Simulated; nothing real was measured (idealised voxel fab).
process module | voxel ribs on slabs
cross-section cut | 290 nm wide | cells 5 nm
A cross-section is a grid of square cells, given in bands from the top down. A band is one or more rows of cells.
Each band's line starts with the height of the band's top and of its bottom, in nm. Then come its materials from left to right, each with its width in nm. One material with "throughout" fills the band from edge to edge. "air" is empty space.
Height 0 is the level under which the wafer as received is all one material. The lowest band goes on downwards, as in "0 down".
A width such as "30 to 40" changes by the same amount from each row of cells to the next, from the band's top row to its bottom row.
"no change" after a step means that no cell of the cross-section changed.
closed voids: empty space of 8 cells or more with no open way to the top, each as width x height at its distance from the left edge, in nm
after a step's settings: what the simulator itself notes on the step
overlay nm, on a step with a mask: how far to the right of its planned place the mask lay; to the left if negative
plan
1 op RECEIVE | material Si
2 op DIRECTIONAL_DEP | material SiO2 | thk nm 30
3 op DIRECTIONAL_DEP | material SiN | thk nm 15
4 op DIRECTIONAL_DEP | material aC | thk nm 15
5 op PATTERN | tone cover | mask id RIB | material resist | width nm 15 | thk nm 35 | overlay nm 0
6 op DIRECTIONAL_ETCH | etch materials aC | depth nm 15
7 op STRIP | etch materials resist
8 op DIRECTIONAL_ETCH | etch materials SiN | depth nm 10
9 op STRIP | etch materials aC
10 op DIRECTIONAL_DEP | material aC | thk nm 10
11 op PATTERN | tone cover | mask id SLAB | material resist | width nm 65 | thk nm 30 | overlay nm 0
12 op DIRECTIONAL_ETCH | etch materials aC | depth nm 10
13 op STRIP | etch materials resist
14 op DIRECTIONAL_ETCH | etch materials SiN | depth nm 5
15 op STRIP | etch materials aC
16 op FILL_DEP | material SiO2 | thk nm 25
17 op CMP | height nm 65
18 op DIRECTIONAL_DEP | material TiN | thk nm 10
19 op MASKED_ETCH | tone cover | mask id HEATER | width nm 25 | etch materials TiN | depth nm 10 | overlay nm 0
20 op CONFORMAL_DEP | material SiO2 | thk nm 5
as received, after step 1
  0 down: Si throughout
  closed voids: none
a wafer at the end: this start, this plan, one mistake
  75 to 70: air 125 | SiO2 35 | air 130
  70 to 65: air 125 | SiO2 5 | TiN 25 | SiO2 5 | air 130
  65 to 60: SiO2 130 | TiN 25 | SiO2 135
  60 to 45: SiO2 throughout
  45 to 35: SiO2 135 | SiN 15 | SiO2 140
  35 to 30: SiO2 110 | SiN 65 | SiO2 115
  30 to 0: SiO2 throughout
  0 down: Si throughout
  closed voids: none
what went wrong: step 17 ran as: op CMP | height nm 60
